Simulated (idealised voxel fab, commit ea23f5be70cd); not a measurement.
voxel transistor to metal: a process module
The figure presents cross-section cut, which has a width of 285 nm and is divided into square cells with an edge length of 5 nm.
The cross-sections in this document take the form of a grid made of square cells. They are written out as bands, in order from top to bottom. Each band consists of one or more rows of cells. The band entry comprises the height of the band's top followed by the height of its bottom, expressed in nm, and subsequently the band's materials from left to right, each stated together with its width in nm. Where a single material is marked with the word "all across", that material fills the band from edge to edge. The word "empty" represents empty space. Where do heights start? At 0: under that level the wafer as delivered is made of one material only. And the lowest band has no floor; it just carries on downward, as in "0 nm and below". When a width is written as two numbers, as in "30..40", the first number is the width in the top row of cells of the band and the second is the width in its bottom row, and the width changes by the same amount from each row to the next. No cell of the cross-section changed in a step that is given as "nothing got changed". Each empty space that has no open way to the top and spans at least 8 cells appears under "Voids, enclosed" as width x height at distance, the distance counted from the left edge, all in nm. Text after the settings on a step's line: the simulator's own remark on that step. overlay nm: mask right of planned place by this much (step with mask). Neg. = left.
STEPS IN THE PROCESS PLAN
1: op RECEIVE | material Si
2: op CONFORMAL_DEP | material SiO2 | thk nm 5
3: op CONFORMAL_DEP | material SiN | thk nm 10
4: op PATTERN | tone cover | mask id ACTIVE | material resist | width nm 115 | pitch nm 135 | thk nm 20 | overlay nm 0
5: op DIRECTIONAL_ETCH | etch materials SiN | depth nm 10
6: op DIRECTIONAL_ETCH | etch materials SiO2 | depth nm 5
7: op DIRECTIONAL_ETCH | etch materials Si | depth nm 20
8: op STRIP | etch materials resist
9: op FILL_DEP | material SiO2 | thk nm 5
10: op CMP | height nm 15
11: op SELECTIVE_ETCH | etch materials SiO2 | depth nm 10
12: op STRIP | etch materials SiN
13: op SELECTIVE_ETCH | etch materials SiO2 | depth nm 5
14: op OXIDIZE | depth nm 5
15: op DIRECTIONAL_DEP | material polySi | thk nm 30
16: op DIRECTIONAL_DEP | material SiCN | thk nm 15
17: op PATTERN | tone cover | mask id GATE | material resist | width nm 25 | pitch nm 135 | thk nm 20 | overlay nm 0
18: op DIRECTIONAL_ETCH | etch materials SiCN | depth nm 25
19: op DIRECTIONAL_ETCH | etch materials polySi | depth nm 40
20: op STRIP | etch materials resist
21: op CONFORMAL_DEP | material SiO2 | thk nm 5
22: op DIRECTIONAL_ETCH | etch materials SiO2 | depth nm 5
23: op CONFORMAL_DEP | material SiN | thk nm 5
24: op DIRECTIONAL_ETCH | etch materials SiN | depth nm 5
25: op DIRECTIONAL_ETCH | etch materials SiO2 | depth nm 5
26: op DIRECTIONAL_ETCH | etch materials Si | depth nm 10
27: op EPI | material pSi | thk nm 15
28: op FILL_DEP | material SiO2 | thk nm 5
29: op CMP | height nm 45
30: op DIRECTIONAL_DEP | material SiO2 | thk nm 10
31: op PATTERN | tone open | mask id CONTACT | material resist | width nm 15 | thk nm 15 | overlay nm 0
32: op DIRECTIONAL_ETCH | etch materials SiO2 | depth nm 55
33: op STRIP | etch materials resist
34: op CONFORMAL_DEP | material TiN | thk nm 5
35: op FILL_DEP | material W | thk nm 10
36: op CMP | height nm 55
37: op CONFORMAL_DEP | material SiCN | thk nm 5
38: op DIRECTIONAL_DEP | material SiO2 | thk nm 20
39: op DIRECTIONAL_DEP | material aC | thk nm 10
40: op PATTERN | tone open | mask id METAL_1 | material resist | width nm 15 | thk nm 30 | overlay nm 0
41: op DIRECTIONAL_ETCH | etch materials aC | depth nm 10
42: op STRIP | etch materials resist
43: op DIRECTIONAL_ETCH | etch materials SiO2 | depth nm 20
44: op DIRECTIONAL_ETCH | etch materials SiCN | depth nm 5
45: op STRIP | etch materials aC
46: op CONFORMAL_DEP | material TiN | thk nm 5
47: op FILL_DEP | material Cu | thk nm 5
48: op CMP | height nm 80
49: op CONFORMAL_DEP | material SiCN | thk nm 5
50: op DIRECTIONAL_DEP | material lowk | thk nm 35
51: op PATTERN | tone open | mask id METAL_2 | material resist | width nm 15 | pitch nm 135 | thk nm 15 | overlay nm 0
52: op DIRECTIONAL_ETCH | etch materials lowk | depth nm 20
53: op STRIP | etch materials resist
54: op MASKED_ETCH | tone open | mask id METAL_2_HOLES | width nm 15 | pitch nm 135 | etch materials lowk | depth nm 15 | overlay nm 0
55: op MASKED_ETCH | tone open | mask id METAL_2_HOLES | width nm 15 | pitch nm 135 | etch materials SiCN | depth nm 5 | overlay nm 0
56: op CONFORMAL_DEP | material TiN | thk nm 5
57: op FILL_DEP | material Ru | thk nm 5
58: op CMP | height nm 120
59: op CONFORMAL_DEP | material SiN | thk nm 5
WAFER AT RECEIPT (POST STEP 1), CROSS-SECTION
> 0 nm and below  Si all across
> Voids, enclosed: none
RUN AS PLANNED - FIRST OF THE TWO WAFERS CROSS-SECTIONED AT THE END OF THE MODULE
> 125 nm to 120 nm  SiN all across
> 120 nm to 85 nm  lowk=25, TiN=5, Ru=5, TiN=5, lowk=120, TiN=5, Ru=5, TiN=5, lowk=110
> 85 nm to 80 nm  SiCN=25, TiN=15, SiCN=120, TiN=15, SiCN=110
> 80 nm to 60 nm  SiO2=25, TiN=5, Cu=5, TiN=5, SiO2=65, TiN=5, Cu=5, TiN=5, SiO2=40, TiN=5, Cu=5, TiN=5, SiO2=65, TiN=5, Cu=5, TiN=5, SiO2=30
> 60 nm to 55 nm  SiCN=25, TiN=15, SiCN=65, TiN=15, SiCN=40, TiN=15, SiCN=65, TiN=15, SiCN=30
> 55 nm to 45 nm  SiO2=25, TiN=5, W=5, TiN=5, SiO2=65, TiN=5, W=5, TiN=5, SiO2=40, TiN=5, W=5, TiN=5, SiO2=65, TiN=5, W=5, TiN=5, SiO2=30
> 45 nm to 30 nm  SiO2=25, TiN=5, W=5, TiN=5, SiO2=10, SiN=5, SiO2=5, SiCN=25, SiO2=5, SiN=5, SiO2=10, TiN=5, W=5, TiN=5, SiO2=40, TiN=5, W=5, TiN=5, SiO2=10, SiN=5, SiO2=5, SiCN=25, SiO2=5, SiN=5, SiO2=10, TiN=5, W=5, TiN=5, SiO2=30
> 30 nm to 15 nm  SiO2=25, TiN=5, W=5, TiN=5, SiO2=10, SiN=5, SiO2=5, polySi=25, SiO2=5, SiN=5, SiO2=10, TiN=5, W=5, TiN=5, SiO2=40, TiN=5, W=5, TiN=5, SiO2=10, SiN=5, SiO2=5, polySi=25, SiO2=5, SiN=5, SiO2=10, TiN=5, W=5, TiN=5, SiO2=30
> 15 nm to 10 nm  SiO2=25, TiN=15, SiO2=10, SiN=5, SiO2=5, polySi=25, SiO2=5, SiN=5, SiO2=10, TiN=15, SiO2=40, TiN=15, SiO2=10, SiN=5, SiO2=5, polySi=25, SiO2=5, SiN=5, SiO2=10, TiN=15, SiO2=30
> 10 nm to 0 nm  SiO2=25, TiN=10, pSi=15, SiN=5, SiO2=5, polySi=25, SiO2=5, SiN=5, pSi=15, TiN=10, SiO2=40, TiN=10, pSi=15, SiN=5, SiO2=5, polySi=25, SiO2=5, SiN=5, pSi=15, TiN=10, SiO2=30
> 0 nm to -5 nm  SiO2=10, pSi=40, SiO2=45, pSi=40, SiO2=10, pSi=40, SiO2=45, pSi=40, SiO2=15
> -5 nm to -15 nm  SiO2=15, pSi=35, Si=45, pSi=35, SiO2=20, pSi=35, Si=45, pSi=35, SiO2=20
> -15 nm to -20 nm  SiO2=15, Si=115, SiO2=20, Si=115, SiO2=20
> -20 nm and below  Si all across
> Voids, enclosed: none
SO THIS IS WAFER NUMBER TWO OF THE TWO, CUT AT THE END OF THE MODULE - IT STARTED WHERE THE FIRST DID AND HAD THE SAME PLAN, WE JUST GOT ONE THING WRONG RUNNING IT
> 125 nm to 120 nm  SiN all across
> 120 nm to 85 nm  lowk=25, TiN=5, Ru=5, TiN=5, lowk=120, TiN=5, Ru=5, TiN=5, lowk=110
> 85 nm to 80 nm  SiCN=25, TiN=15, SiCN=120, TiN=15, SiCN=110
> 80 nm to 60 nm  SiO2=25, TiN=5, Cu=5, TiN=5, SiO2=65, TiN=5, Cu=5, TiN=5, SiO2=40, TiN=5, Cu=5, TiN=5, SiO2=65, TiN=5, Cu=5, TiN=5, SiO2=30
> 60 nm to 55 nm  SiCN=25, TiN=15, SiCN=65, TiN=15, SiCN=40, TiN=15, SiCN=65, TiN=15, SiCN=30
> 55 nm to 45 nm  SiO2=25, TiN=5, W=5, TiN=5, SiO2=65, TiN=5, W=5, TiN=5, SiO2=40, TiN=5, W=5, TiN=5, SiO2=65, TiN=5, W=5, TiN=5, SiO2=30
> 45 nm to 35 nm  SiO2=25, TiN=5, W=5, TiN=5, SiO2=20, SiCN=25, SiO2=20, TiN=5, W=5, TiN=5, SiO2=40, TiN=5, W=5, TiN=5, SiO2=20, SiCN=25, SiO2=20, TiN=5, W=5, TiN=5, SiO2=30
> 35 nm to 30 nm  SiO2=25, TiN=5, W=5, TiN=5, SiO2=10, SiN=5, SiO2=5, SiCN=25, SiO2=5, SiN=5, SiO2=10, TiN=5, W=5, TiN=5, SiO2=40, TiN=5, W=5, TiN=5, SiO2=10, SiN=5, SiO2=5, SiCN=25, SiO2=5, SiN=5, SiO2=10, TiN=5, W=5, TiN=5, SiO2=30
> 30 nm to 15 nm  SiO2=25, TiN=5, W=5, TiN=5, SiO2=10, SiN=5, SiO2=5, polySi=25, SiO2=5, SiN=5, SiO2=10, TiN=5, W=5, TiN=5, SiO2=40, TiN=5, W=5, TiN=5, SiO2=10, SiN=5, SiO2=5, polySi=25, SiO2=5, SiN=5, SiO2=10, TiN=5, W=5, TiN=5, SiO2=30
> 15 nm to 10 nm  SiO2=25, TiN=15, SiO2=10, SiN=5, SiO2=5, polySi=25, SiO2=5, SiN=5, SiO2=10, TiN=15, SiO2=40, TiN=15, SiO2=10, SiN=5, SiO2=5, polySi=25, SiO2=5, SiN=5, SiO2=10, TiN=15, SiO2=30
> 10 nm to 0 nm  SiO2=25, TiN=10, pSi=15, SiN=5, SiO2=5, polySi=25, SiO2=5, SiN=5, pSi=15, TiN=10, SiO2=40, TiN=10, pSi=15, SiN=5, SiO2=5, polySi=25, SiO2=5, SiN=5, pSi=15, TiN=10, SiO2=30
> 0 nm to -5 nm  SiO2=10, pSi=40, SiO2=45, pSi=40, SiO2=10, pSi=40, SiO2=45, pSi=40, SiO2=15
> -5 nm to -15 nm  SiO2=15, pSi=35, Si=45, pSi=35, SiO2=20, pSi=35, Si=45, pSi=35, SiO2=20
> -15 nm to -20 nm  SiO2=15, Si=115, SiO2=20, Si=115, SiO2=20
> -20 nm and below  Si all across
> Voids, enclosed: none
What broke from the plan during processing? step 24 changed vs plan, executed as op DIRECTIONAL_ETCH | etch materials SiN | depth nm 15
at the end the second wafer has, in cells: SiN -8; SiO2 +8
